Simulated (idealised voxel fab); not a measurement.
A process module follows: voxel capacitor over wiring.
It is cross-section cut that appears here, measuring 280 nm in width, its square cells being 5 nm in size.
The cross-sections in this document take the form of a grid made of square cells. They are written out as bands, in order from top to bottom. Each band consists of one or more rows of cells. What a band's entry tells you: where the top is and where the bottom is, as heights in nm, and after that what lies inside, material by material from left to right, each with its width in nm. Empty space is written as the word "empty", and a single material marked with the word "full width" occupies the band from edge to edge. We count height from 0. Below that, the starting wafer is all one material. The lowest band never ends at the bottom but goes on down; see "from 0 down" for how that is written. The expression "30..40" gives the width at the extremes of the band, the first number at its top row of cells and the second at its bottom row, with the width changing by equal amounts from each row to the next in between. No cell of the cross-section changed in a step that is given as "nothing changed". "Enclosed void catalog" specifies each empty space that is not open to the top and that occupies no fewer than 8 cells, using the form width x height at distance, the distance measured from the left edge and all three quantities in nm. Heads up: the bit after the settings on a step's line is the simulator's remark on that step. The "overlay nm" setting may appear on a step's line; for a step that uses a mask, it gives how far to the right of its planned position the mask lay, and a negative value indicates the left.
Listed below are the process steps as planned
1 RECEIVE [material Si]
2 CONFORMAL_DEP [material SiO2] [thk nm 15]
3 DIRECTIONAL_DEP [material TiN] [thk nm 5]
4 DIRECTIONAL_DEP [material W] [thk nm 20]
5 DIRECTIONAL_DEP [material aC] [thk nm 10]
6 PATTERN [tone cover] [mask id METAL_1] [material resist] [width nm 30] [pitch nm 100] [thk nm 30] [overlay nm 0]
7 DIRECTIONAL_ETCH [etch materials aC] [depth nm 10]
8 STRIP [etch materials resist]
9 DIRECTIONAL_ETCH [etch materials W] [depth nm 20]
10 DIRECTIONAL_ETCH [etch materials TiN] [depth nm 5]
11 STRIP [etch materials aC]
12 FILL_DEP [material SiO2] [thk nm 5]
13 CMP [height nm 40]
14 CONFORMAL_DEP [material SiCN] [thk nm 5]
15 DIRECTIONAL_DEP [material SiO2] [thk nm 20]
16 PATTERN [tone open] [mask id PLUG_1] [material resist] [width nm 15] [thk nm 15] [overlay nm 0]
17 DIRECTIONAL_ETCH [etch materials SiO2] [depth nm 20]
18 DIRECTIONAL_ETCH [etch materials SiCN] [depth nm 5]
19 STRIP [etch materials resist]
20 CONFORMAL_DEP [material TiN] [thk nm 5]
21 FILL_DEP [material Cu] [thk nm 5]
22 CMP [height nm 65]
23 DIRECTIONAL_DEP [material TiN] [thk nm 10]
24 DIRECTIONAL_DEP [material HfO2] [thk nm 5]
25 DIRECTIONAL_DEP [material TiN] [thk nm 5]
26 DIRECTIONAL_DEP [material aC] [thk nm 15]
27 PATTERN [tone cover] [mask id UPPER_PLATE] [material resist] [width nm 75] [thk nm 30] [overlay nm 0]
28 DIRECTIONAL_ETCH [etch materials aC] [depth nm 15]
29 STRIP [etch materials resist]
30 DIRECTIONAL_ETCH [etch materials TiN] [depth nm 5]
31 DIRECTIONAL_ETCH [etch materials HfO2] [depth nm 5]
32 STRIP [etch materials aC]
33 MASKED_ETCH [tone cover] [mask id LOWER_PLATE] [width nm 85] [etch materials TiN] [depth nm 10] [overlay nm 0]
34 FILL_DEP [material SiO2] [thk nm 20]
35 CMP [height nm 100]
36 DIRECTIONAL_DEP [material aC] [thk nm 15]
37 PATTERN [tone open] [mask id PLUG_2] [material resist] [width nm 15] [thk nm 35] [overlay nm 0]
38 DIRECTIONAL_ETCH [etch materials aC] [depth nm 15]
39 STRIP [etch materials resist]
40 DIRECTIONAL_ETCH [etch materials SiO2] [depth nm 15]
41 STRIP [etch materials aC]
42 CONFORMAL_DEP [material TiN] [thk nm 5]
43 FILL_DEP [material Ru] [thk nm 10]
44 CMP [height nm 100]
45 CONFORMAL_DEP [material SiCN] [thk nm 5]
Shown in cross-section is the wafer as received, that is, as it stands after step 1
	from 0 down | Si full width
	Enclosed void catalog: none
Cross-section, first of two wafers, end of module, run as planned
	from 105 to 100 | SiCN full width
	from 100 to 90 | SiO2=100 | TiN=5 | Ru=5 | TiN=5 | SiO2=165
	from 90 to 80 | SiO2=100..90 | TiN=15..75 | SiO2=165..115
	from 80 to 75 | SiO2=90 | HfO2=75 | SiO2=115
	from 75 to 65 | SiO2=85 | TiN=85 | SiO2=110
	from 65 to 45 | SiO2=90 | TiN=5 | Cu=5 | TiN=5 | SiO2=175
	from 45 to 40 | SiCN=90 | TiN=15 | SiCN=175
	from 40 to 20 | SiO2=75 | W=30 | SiO2=70 | W=30 | SiO2=75
	from 20 to 15 | SiO2=75 | TiN=30 | SiO2=70 | TiN=30 | SiO2=75
	from 15 to 0 | SiO2 full width
	from 0 down | Si full width
	Enclosed void catalog: none
Cross-sectional view of the second of two wafers upon completion of the module. This wafer shared its starting condition and process plan with the first; one error was made during its execution
	from 105 to 100 | SiCN full width
	from 100 to 90 | SiO2=95 | TiN=5 | Ru=5 | TiN=5 | SiO2=170
	from 90 to 80 | SiO2=95..90 | TiN=15..75 | SiO2=170..115
	from 80 to 75 | SiO2=90 | HfO2=75 | SiO2=115
	from 75 to 65 | SiO2=85 | TiN=85 | SiO2=110
	from 65 to 45 | SiO2=90 | TiN=5 | Cu=5 | TiN=5 | SiO2=175
	from 45 to 40 | SiCN=90 | TiN=15 | SiCN=175
	from 40 to 20 | SiO2=75 | W=30 | SiO2=70 | W=30 | SiO2=75
	from 20 to 15 | SiO2=75 | TiN=30 | SiO2=70 | TiN=30 | SiO2=75
	from 15 to 0 | SiO2 full width
	from 0 down | Si full width
	Enclosed void catalog: none
Error vs. plan: off-plan run, step 37, actual operation and settings PATTERN [tone open] [mask id PLUG_2] [material resist] [width nm 15] [thk nm 35] [overlay nm -5]
Matching per-material cell counts, mismatched positions: that is how the second wafer compares with the first at the end.
